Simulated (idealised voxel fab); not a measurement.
This is a process module. Its name is voxel trench capacitor.
The cross-section on display is named cut; it measures 245 nm wide, and its cells are 5 nm squares.
Format of a cross-section: grid, square cells. Given as bands. Order: top down. Band: one or more rows of cells. Band entry format. Leading values: height of top, height of bottom, nm. Remainder: materials in left-to-right order, each with its width in nm. Special words: "throughout" on a single material, which then fills the band edge to edge; "empty", empty space. Below 0: as-received wafer, all one material; heights counted from there. Lowest band: no bottom, goes on down, written "z 0 and below". The two numbers in a width such as "30->40" mark its ends across the band: the first belongs to the top row of cells, the second to the bottom row, and from each row to the next the width moves by the same amount. Basically "remains unaltered" means that step didn't change any cell in the cross-section. "Closed void inventory" contains a list of empty spaces, each no smaller than 8 cells and without an open way to the top, written in the form width x height at distance with the distance from the left edge and all three in nm. It should be noted that, on the line of a given step, the content following the step's settings is a remark produced by the simulator itself with respect to that step. "overlay nm" denotes, for a step that has a mask, the displacement of the mask to the right of its planned place, with negative values corresponding to the left.

[Process steps (planned)]
1. op RECEIVE | material Si
2. op CONFORMAL_DEP | material SiN | thk nm 5
3. op PATTERN | tone open | mask id TRENCH | material resist | width nm 30 | pitch nm 45 | thk nm 15 | overlay nm 0
4. op DIRECTIONAL_ETCH | etch materials SiN | depth nm 5
5. op DIRECTIONAL_ETCH | etch materials Si | depth nm 40
6. op STRIP | etch materials resist
7. op CONFORMAL_DEP | material HfO2 | thk nm 5
8. op CONFORMAL_DEP | material TiN | thk nm 5
9. op FILL_DEP | material W | thk nm 5
10. op CMP | height nm 5

[First wafer of two (run as planned)]

[Delivered wafer in cross-section: state after step 1]
z 0 and below  Si throughout
Closed void inventory: none

[The wafer, seen in cross-section, after step 2]
z 5 to 0  SiN throughout
Rest of section, below 0: as before.

[The wafer, seen in cross-section, after step 3]
z 20 to 5  resist=40  empty=30  resist=15  empty=30  resist=15  empty=30  resist=15  empty=30  resist=40
Rest of section, below 5: as before.

[The wafer, seen in cross-section, after step 4]
z 20 to 5  resist=40  empty=30  resist=15  empty=30  resist=15  empty=30  resist=15  empty=30  resist=40
z 5 to 0  SiN=40  empty=30  SiN=15  empty=30  SiN=15  empty=30  SiN=15  empty=30  SiN=40
Rest of section, below 0: as before.

[The wafer, seen in cross-section, after step 5]
z 20 to 5  resist=40  empty=30  resist=15  empty=30  resist=15  empty=30  resist=15  empty=30  resist=40
z 5 to 0  SiN=40  empty=30  SiN=15  empty=30  SiN=15  empty=30  SiN=15  empty=30  SiN=40
z 0 to -40  Si=40  empty=30  Si=15  empty=30  Si=15  empty=30  Si=15  empty=30  Si=40
Rest of section, below -40: as before.

[The wafer, seen in cross-section, after step 6]
z 5 to 0  SiN=40  empty=30  SiN=15  empty=30  SiN=15  empty=30  SiN=15  empty=30  SiN=40
Rest of section, below 0: as before.

[The wafer, seen in cross-section, after step 7]
z 10 to 5  HfO2=45  empty=20  HfO2=25  empty=20  HfO2=25  empty=20  HfO2=25  empty=20  HfO2=45
z 5 to 0  SiN=40  HfO2=5  empty=20  HfO2=5  SiN=15  HfO2=5  empty=20  HfO2=5  SiN=15  HfO2=5  empty=20  HfO2=5  SiN=15  HfO2=5  empty=20  HfO2=5  SiN=40
z 0 to -35  Si=40  HfO2=5  empty=20  HfO2=5  Si=15  HfO2=5  empty=20  HfO2=5  Si=15  HfO2=5  empty=20  HfO2=5  Si=15  HfO2=5  empty=20  HfO2=5  Si=40
z -35 to -40  Si=40  HfO2=30  Si=15  HfO2=30  Si=15  HfO2=30  Si=15  HfO2=30  Si=40
Rest of section, below -40: as before.

[The wafer, seen in cross-section, after step 8]
z 15 to 10  TiN=50  empty=10  TiN=35  empty=10  TiN=35  empty=10  TiN=35  empty=10  TiN=50
z 10 to 5  HfO2=45  TiN=5  empty=10  TiN=5  HfO2=25  TiN=5  empty=10  TiN=5  HfO2=25  TiN=5  empty=10  TiN=5  HfO2=25  TiN=5  empty=10  TiN=5  HfO2=45
z 5 to 0  SiN=40  HfO2=5  TiN=5  empty=10  TiN=5  HfO2=5  SiN=15  HfO2=5  TiN=5  empty=10  TiN=5  HfO2=5  SiN=15  HfO2=5  TiN=5  empty=10  TiN=5  HfO2=5  SiN=15  HfO2=5  TiN=5  empty=10  TiN=5  HfO2=5  SiN=40
z 0 to -30  Si=40  HfO2=5  TiN=5  empty=10  TiN=5  HfO2=5  Si=15  HfO2=5  TiN=5  empty=10  TiN=5  HfO2=5  Si=15  HfO2=5  TiN=5  empty=10  TiN=5  HfO2=5  Si=15  HfO2=5  TiN=5  empty=10  TiN=5  HfO2=5  Si=40
z -30 to -35  Si=40  HfO2=5  TiN=20  HfO2=5  Si=15  HfO2=5  TiN=20  HfO2=5  Si=15  HfO2=5  TiN=20  HfO2=5  Si=15  HfO2=5  TiN=20  HfO2=5  Si=40
Rest of section, below -35: as before.

[The wafer, seen in cross-section, after step 9]
z 20 to 15  W throughout
z 15 to 10  TiN=50  W=10  TiN=35  W=10  TiN=35  W=10  TiN=35  W=10  TiN=50
z 10 to 5  HfO2=45  TiN=5  W=10  TiN=5  HfO2=25  TiN=5  W=10  TiN=5  HfO2=25  TiN=5  W=10  TiN=5  HfO2=25  TiN=5  W=10  TiN=5  HfO2=45
z 5 to 0  SiN=40  HfO2=5  TiN=5  W=10  TiN=5  HfO2=5  SiN=15  HfO2=5  TiN=5  W=10  TiN=5  HfO2=5  SiN=15  HfO2=5  TiN=5  W=10  TiN=5  HfO2=5  SiN=15  HfO2=5  TiN=5  W=10  TiN=5  HfO2=5  SiN=40
z 0 to -30  Si=40  HfO2=5  TiN=5  W=10  TiN=5  HfO2=5  Si=15  HfO2=5  TiN=5  W=10  TiN=5  HfO2=5  Si=15  HfO2=5  TiN=5  W=10  TiN=5  HfO2=5  Si=15  HfO2=5  TiN=5  W=10  TiN=5  HfO2=5  Si=40
Rest of section, below -30: as before.

[The wafer, seen in cross-section, after step 10]
z 5 to 0  SiN=40  HfO2=5  TiN=5  W=10  TiN=5  HfO2=5  SiN=15  HfO2=5  TiN=5  W=10  TiN=5  HfO2=5  SiN=15  HfO2=5  TiN=5  W=10  TiN=5  HfO2=5  SiN=15  HfO2=5  TiN=5  W=10  TiN=5  HfO2=5  SiN=40
Rest of section, below 0: as before.

[Notes, second wafer: start = first wafer's, plan = first wafer's, execution had one mistake; history identical to first through step 2]

[Second wafer: cross-section at the scheduled end of step 3]
z 20 to 5  empty=40  resist=30  empty=15  resist=30  empty=15  resist=30  empty=15  resist=30  empty=40
Rest of section, below 5: as before.

[Second wafer: cross-section at the scheduled end of step 4]
z 20 to 5  empty=40  resist=30  empty=15  resist=30  empty=15  resist=30  empty=15  resist=30  empty=40
z 5 to 0  empty=40  SiN=30  empty=15  SiN=30  empty=15  SiN=30  empty=15  SiN=30  empty=40
Rest of section, below 0: as before.

[Second wafer: cross-section at the scheduled end of step 5]
z 20 to 5  empty=40  resist=30  empty=15  resist=30  empty=15  resist=30  empty=15  resist=30  empty=40
z 5 to 0  empty=40  SiN=30  empty=15  SiN=30  empty=15  SiN=30  empty=15  SiN=30  empty=40
z 0 to -40  empty=40  Si=30  empty=15  Si=30  empty=15  Si=30  empty=15  Si=30  empty=40
Rest of section, below -40: as before.

[Second wafer: cross-section at the scheduled end of step 6]
z 5 to 0  empty=40  SiN=30  empty=15  SiN=30  empty=15  SiN=30  empty=15  SiN=30  empty=40
Rest of section, below 0: as before.

[Second wafer: cross-section at the scheduled end of step 7]
z 10 to 5  empty=35  HfO2=40  empty=5  HfO2=40  empty=5  HfO2=40  empty=5  HfO2=40  empty=35
z 5 to 0  empty=35  HfO2=5  SiN=30  HfO2=5  empty=5  HfO2=5  SiN=30  HfO2=5  empty=5  HfO2=5  SiN=30  HfO2=5  empty=5  HfO2=5  SiN=30  HfO2=5  empty=35
z 0 to -35  empty=35  HfO2=5  Si=30  HfO2=5  empty=5  HfO2=5  Si=30  HfO2=5  empty=5  HfO2=5  Si=30  HfO2=5  empty=5  HfO2=5  Si=30  HfO2=5  empty=35
z -35 to -40  HfO2=40  Si=30  HfO2=15  Si=30  HfO2=15  Si=30  HfO2=15  Si=30  HfO2=40
Rest of section, below -40: as before.

[Second wafer: cross-section at the scheduled end of step 8]
z 15 to 10  empty=30  TiN=185  empty=30
z 10 to 5  empty=30  TiN=5  HfO2=40  TiN=5  HfO2=40  TiN=5  HfO2=40  TiN=5  HfO2=40  TiN=5  empty=30
z 5 to 0  empty=30  TiN=5  HfO2=5  SiN=30  HfO2=5  TiN=5  HfO2=5  SiN=30  HfO2=5  TiN=5  HfO2=5  SiN=30  HfO2=5  TiN=5  HfO2=5  SiN=30  HfO2=5  TiN=5  empty=30
z 0 to -30  empty=30  TiN=5  HfO2=5  Si=30  HfO2=5  TiN=5  HfO2=5  Si=30  HfO2=5  TiN=5  HfO2=5  Si=30  HfO2=5  TiN=5  HfO2=5  Si=30  HfO2=5  TiN=5  empty=30
z -30 to -35  TiN=35  HfO2=5  Si=30  HfO2=5  TiN=5  HfO2=5  Si=30  HfO2=5  TiN=5  HfO2=5  Si=30  HfO2=5  TiN=5  HfO2=5  Si=30  HfO2=5  TiN=35
Rest of section, below -35: as before.

[Second wafer: cross-section at the scheduled end of step 9]
z 20 to 15  W throughout
z 15 to 10  W=30  TiN=185  W=30
z 10 to 5  W=30  TiN=5  HfO2=40  TiN=5  HfO2=40  TiN=5  HfO2=40  TiN=5  HfO2=40  TiN=5  W=30
z 5 to 0  W=30  TiN=5  HfO2=5  SiN=30  HfO2=5  TiN=5  HfO2=5  SiN=30  HfO2=5  TiN=5  HfO2=5  SiN=30  HfO2=5  TiN=5  HfO2=5  SiN=30  HfO2=5  TiN=5  W=30
z 0 to -30  W=30  TiN=5  HfO2=5  Si=30  HfO2=5  TiN=5  HfO2=5  Si=30  HfO2=5  TiN=5  HfO2=5  Si=30  HfO2=5  TiN=5  HfO2=5  Si=30  HfO2=5  TiN=5  W=30
Rest of section, below -30: as before.

[Second wafer: cross-section at the scheduled end of step 10]
z 5 to 0  W=30  TiN=5  HfO2=5  SiN=30  HfO2=5  TiN=5  HfO2=5  SiN=30  HfO2=5  TiN=5  HfO2=5  SiN=30  HfO2=5  TiN=5  HfO2=5  SiN=30  HfO2=5  TiN=5  W=30
Rest of section, below 0: as before.
Short version of what went wrong: planned and actual differ for step 3; actual: op PATTERN | tone cover | mask id TRENCH | material resist | width nm 30 | pitch nm 45 | thk nm 15 | overlay nm 0
Final wafer comparison in cells, second versus first, more or fewer per material: HfO2 +1 | Si -8 | SiN -1 | TiN -20 | W +28
